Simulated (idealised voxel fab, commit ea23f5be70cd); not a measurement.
Title: Process Module voxel self aligned vias
For reference, the cross-section in this document is cut, with width 220 nm and square cells of 5 nm.
Throughout this document, each cross-section is represented as a grid of square cells and is presented as a sequence of bands enumerated from the top downward, where a band comprises one or more rows of cells.
Heads up on the band format: heights come first, top then bottom, in nm. After that it's the materials left to right, each with its width in nm. A single material flagged "edge to edge" fills the whole band edge to edge, and "empty" means there's empty space there.
Measure heights from 0. That's the level where, below it, the as-received wafer is all one material. The lowest band is bottomless and extends downward; write it as in "from 0 down".
Graded width ("30 to 40"): value in top row of band = first number; value in bottom row = second number; row-to-row change constant.
When a step is marked "nothing was modified", none of the cells in the cross-section changed during that step.
You'll see "Enclosed void list" listing empty spaces that have no way open to the top, as long as they're 8 cells or more; the notation is width x height at distance, where the distance is from the left edge, and all of it is in nm.
Read whatever lies past the settings on a step's line as the simulator's own remark about the step.
overlay nm: how far to the right of its planned place the mask lay on this masked step (negative: to the left).

Steps in the process plan
- 1: RECEIVE,material Si
- 2: CONFORMAL_DEP,material SiO2,thk nm 10
- 3: CONFORMAL_DEP,material SiCN,thk nm 5
- 4: DIRECTIONAL_DEP,material SiO2,thk nm 20
- 5: MASKED_ETCH,tone open,mask id LINES,width nm 25,pitch nm 65,etch materials SiO2,depth nm 20,overlay nm 0
- 6: CONFORMAL_DEP,material TiN,thk nm 5
- 7: FILL_DEP,material W,thk nm 10
- 8: CMP,height nm 35
- 9: SELECTIVE_ETCH,etch materials W Ru TiN,depth nm 5
- 10: FILL_DEP,material SiN,thk nm 5
- 11: CMP,height nm 35
- 12: DIRECTIONAL_DEP,material SiO2,thk nm 15
- 13: MASKED_ETCH,tone open,mask id VIAS,width nm 35,etch materials SiO2,depth nm 15,overlay nm 0
- 14: MASKED_ETCH,tone open,mask id VIAS,width nm 35,etch materials SiN,depth nm 5,overlay nm 0
- 15: CONFORMAL_DEP,material TiN,thk nm 5
- 16: FILL_DEP,material Cu,thk nm 5
- 17: CMP,height nm 50
- 18: CONFORMAL_DEP,material SiCN,thk nm 5

Cross-sectional view of the wafer in its as-received condition, corresponding to the state after step 1
- from 0 down | Si edge to edge
- Enclosed void list: none

A wafer at the end: this start, this plan, one mistake
- from 55 to 50 | SiCN edge to edge
- from 50 to 40 | SiO2 (60), then TiN (5), then Cu (25), then TiN (5), then SiO2 (125)
- from 40 to 35 | SiO2 (60), then TiN (35), then SiO2 (125)
- from 35 to 30 | SiCN edge to edge
- from 30 to 0 | SiO2 edge to edge
- from 0 down | Si edge to edge
- Enclosed void list: none
Processing error: order of steps 3 and 4 inverted relative to the plan
